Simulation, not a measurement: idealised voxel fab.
process module | voxel self aligned contacts
cross-section cut | 300 nm wide | cells 5 nm
A cross-section is a grid of square cells, given in bands from the top down. A band is one or more rows of cells.
Each band's line starts with the height of the band's top and of its bottom, in nm. Then come its materials from left to right, each with its width in nm. One material with "throughout" fills the band from edge to edge. "air" is empty space.
Height 0 is the level under which the wafer as received is all one material. The lowest band goes on downwards, as in "0 down".
A width such as "30 to 40" changes by the same amount from each row of cells to the next, from the band's top row to its bottom row.
"no change" after a step means that no cell of the cross-section changed.
closed voids: empty space of 8 cells or more with no open way to the top, each as width x height at its distance from the left edge, in nm
after a step's settings: what the simulator itself notes on the step
overlay nm, on a step with a mask: how far to the right of its planned place the mask lay; to the left if negative
plan
1 op RECEIVE | material Si
2 op OXIDIZE | depth nm 5
3 op DIRECTIONAL_DEP | material polySi | thk nm 25
4 op DIRECTIONAL_DEP | material SiN | thk nm 25
5 op MASKED_ETCH | tone cover | mask id GATE | width nm 30 | pitch nm 75 | etch materials SiN | depth nm 25 | overlay nm 0
6 op MASKED_ETCH | tone cover | mask id GATE | width nm 30 | pitch nm 75 | etch materials polySi | depth nm 25 | overlay nm 0
7 op CONFORMAL_DEP | material SiN | thk nm 10
8 op DIRECTIONAL_ETCH | etch materials SiN | depth nm 10
9 op FILL_DEP | material SiO2 | thk nm 15
10 op CMP | height nm 55
11 op PATTERN | tone open | mask id CONTACT | material resist | width nm 55 | pitch nm 75 | thk nm 15 | overlay nm 0
12 op DIRECTIONAL_ETCH | etch materials SiO2 | depth nm 60
13 op STRIP | etch materials resist
14 op CONFORMAL_DEP | material TiN | thk nm 5
15 op FILL_DEP | material W | thk nm 5
16 op CMP | height nm 55
17 op CONFORMAL_DEP | material SiN | thk nm 5
first wafer, as planned
as received, after step 1
  0 down: Si throughout
  closed voids: none
after step 2
  0 to -5: SiO2 throughout
  below -5: unchanged
after step 3
  25 to 0: polySi throughout
  below 0: unchanged
after step 4
  50 to 25: SiN throughout
  below 25: unchanged
after step 5
  50 to 25: air 60 | SiN 30 | air 45 | SiN 30 | air 45 | SiN 30 | air 60
  below 25: unchanged
after step 6
  50 to 25: air 60 | SiN 30 | air 45 | SiN 30 | air 45 | SiN 30 | air 60
  25 to 0: air 60 | polySi 30 | air 45 | polySi 30 | air 45 | polySi 30 | air 60
  below 0: unchanged
after step 7
  60 to 25: air 50 | SiN 50 | air 25 | SiN 50 | air 25 | SiN 50 | air 50
  25 to 10: air 50 | SiN 10 | polySi 30 | SiN 10 | air 25 | SiN 10 | polySi 30 | SiN 10 | air 25 | SiN 10 | polySi 30 | SiN 10 | air 50
  10 to 0: SiN 60 | polySi 30 | SiN 45 | polySi 30 | SiN 45 | polySi 30 | SiN 60
  below 0: unchanged
after step 8
  50 to 25: air 50 | SiN 50 | air 25 | SiN 50 | air 25 | SiN 50 | air 50
  25 to 0: air 50 | SiN 10 | polySi 30 | SiN 10 | air 25 | SiN 10 | polySi 30 | SiN 10 | air 25 | SiN 10 | polySi 30 | SiN 10 | air 50
  below 0: unchanged
after step 9
  65 to 50: SiO2 throughout
  50 to 25: SiO2 50 | SiN 50 | SiO2 25 | SiN 50 | SiO2 25 | SiN 50 | SiO2 50
  25 to 0: SiO2 50 | SiN 10 | polySi 30 | SiN 10 | SiO2 25 | SiN 10 | polySi 30 | SiN 10 | SiO2 25 | SiN 10 | polySi 30 | SiN 10 | SiO2 50
  below 0: unchanged
after step 10
  55 to 50: SiO2 throughout
  below 50: unchanged
after step 11
  70 to 55: resist 85 | air 55 | resist 20 | air 55 | resist 85
  below 55: unchanged
after step 12
  70 to 55: resist 85 | air 55 | resist 20 | air 55 | resist 85
  55 to 50: SiO2 85 | air 55 | SiO2 20 | air 55 | SiO2 85
  50 to 25: SiO2 50 | SiN 50 | air 25 | SiN 50 | air 25 | SiN 50 | SiO2 50
  25 to 0: SiO2 50 | SiN 10 | polySi 30 | SiN 10 | air 25 | SiN 10 | polySi 30 | SiN 10 | air 25 | SiN 10 | polySi 30 | SiN 10 | SiO2 50
  0 to -5: SiO2 100 | air 25 | SiO2 50 | air 25 | SiO2 100
  below -5: unchanged
after step 13
  55 to 50: SiO2 85 | air 55 | SiO2 20 | air 55 | SiO2 85
  below 50: unchanged
after step 14
  60 to 55: TiN 90 | air 45 | TiN 30 | air 45 | TiN 90
  55 to 50: SiO2 85 | TiN 20 | air 15 | TiN 20 | SiO2 20 | TiN 20 | air 15 | TiN 20 | SiO2 85
  50 to 25: SiO2 50 | SiN 50 | TiN 5 | air 15 | TiN 5 | SiN 50 | TiN 5 | air 15 | TiN 5 | SiN 50 | SiO2 50
  25 to 0: SiO2 50 | SiN 10 | polySi 30 | SiN 10 | TiN 5 | air 15 | TiN 5 | SiN 10 | polySi 30 | SiN 10 | TiN 5 | air 15 | TiN 5 | SiN 10 | polySi 30 | SiN 10 | SiO2 50
  0 to -5: SiO2 100 | TiN 25 | SiO2 50 | TiN 25 | SiO2 100
  below -5: unchanged
after step 15
  65 to 60: W throughout
  60 to 55: TiN 90 | W 45 | TiN 30 | W 45 | TiN 90
  55 to 50: SiO2 85 | TiN 20 | W 15 | TiN 20 | SiO2 20 | TiN 20 | W 15 | TiN 20 | SiO2 85
  50 to 25: SiO2 50 | SiN 50 | TiN 5 | W 15 | TiN 5 | SiN 50 | TiN 5 | W 15 | TiN 5 | SiN 50 | SiO2 50
  25 to 0: SiO2 50 | SiN 10 | polySi 30 | SiN 10 | TiN 5 | W 15 | TiN 5 | SiN 10 | polySi 30 | SiN 10 | TiN 5 | W 15 | TiN 5 | SiN 10 | polySi 30 | SiN 10 | SiO2 50
  below 0: unchanged
after step 16
  55 to 50: SiO2 85 | TiN 20 | W 15 | TiN 20 | SiO2 20 | TiN 20 | W 15 | TiN 20 | SiO2 85
  below 50: unchanged
after step 17
  60 to 55: SiN throughout
  below 55: unchanged
second wafer: like start, like plan, one mistake. Through step 6 it matches the first wafer
when step 7 should have ended: no change
when step 8 should have ended
  40 to 25: air 60 | SiN 30 | air 45 | SiN 30 | air 45 | SiN 30 | air 60
  below 25: unchanged
when step 9 should have ended
  55 to 40: SiO2 throughout
  40 to 25: SiO2 60 | SiN 30 | SiO2 45 | SiN 30 | SiO2 45 | SiN 30 | SiO2 60
  25 to 0: SiO2 60 | polySi 30 | SiO2 45 | polySi 30 | SiO2 45 | polySi 30 | SiO2 60
  below 0: unchanged
when step 10 should have ended: no change
when step 11 should have ended
  70 to 55: resist 85 | air 55 | resist 20 | air 55 | resist 85
  below 55: unchanged
when step 12 should have ended
  70 to 55: resist 85 | air 55 | resist 20 | air 55 | resist 85
  55 to 40: SiO2 85 | air 55 | SiO2 20 | air 55 | SiO2 85
  40 to 25: SiO2 60 | SiN 30 | air 45 | SiN 30 | air 45 | SiN 30 | SiO2 60
  25 to 0: SiO2 60 | polySi 30 | air 45 | polySi 30 | air 45 | polySi 30 | SiO2 60
  0 to -5: SiO2 90 | air 45 | SiO2 30 | air 45 | SiO2 90
  below -5: unchanged
when step 13 should have ended
  55 to 40: SiO2 85 | air 55 | SiO2 20 | air 55 | SiO2 85
  below 40: unchanged
when step 14 should have ended
  60 to 55: TiN 90 | air 45 | TiN 30 | air 45 | TiN 90
  55 to 45: SiO2 85 | TiN 5 | air 45 | TiN 5 | SiO2 20 | TiN 5 | air 45 | TiN 5 | SiO2 85
  45 to 40: SiO2 85 | TiN 10 | air 35 | TiN 10 | SiO2 20 | TiN 10 | air 35 | TiN 10 | SiO2 85
  40 to 25: SiO2 60 | SiN 30 | TiN 5 | air 35 | TiN 5 | SiN 30 | TiN 5 | air 35 | TiN 5 | SiN 30 | SiO2 60
  25 to 0: SiO2 60 | polySi 30 | TiN 5 | air 35 | TiN 5 | polySi 30 | TiN 5 | air 35 | TiN 5 | polySi 30 | SiO2 60
  0 to -5: SiO2 90 | TiN 45 | SiO2 30 | TiN 45 | SiO2 90
  below -5: unchanged
when step 15 should have ended
  65 to 60: W throughout
  60 to 55: TiN 90 | W 45 | TiN 30 | W 45 | TiN 90
  55 to 45: SiO2 85 | TiN 5 | W 45 | TiN 5 | SiO2 20 | TiN 5 | W 45 | TiN 5 | SiO2 85
  45 to 40: SiO2 85 | TiN 10 | W 35 | TiN 10 | SiO2 20 | TiN 10 | W 35 | TiN 10 | SiO2 85
  40 to 25: SiO2 60 | SiN 30 | TiN 5 | W 35 | TiN 5 | SiN 30 | TiN 5 | W 35 | TiN 5 | SiN 30 | SiO2 60
  25 to 0: SiO2 60 | polySi 30 | TiN 5 | W 35 | TiN 5 | polySi 30 | TiN 5 | W 35 | TiN 5 | polySi 30 | SiO2 60
  below 0: unchanged
when step 16 should have ended
  55 to 45: SiO2 85 | TiN 5 | W 45 | TiN 5 | SiO2 20 | TiN 5 | W 45 | TiN 5 | SiO2 85
  below 45: unchanged
when step 17 should have ended
  60 to 55: SiN throughout
  below 55: unchanged
what went wrong: step 7 was left out
at the end the second wafer has, in cells: 156 fewer of SiN | 60 more of SiO2 | 96 more of W
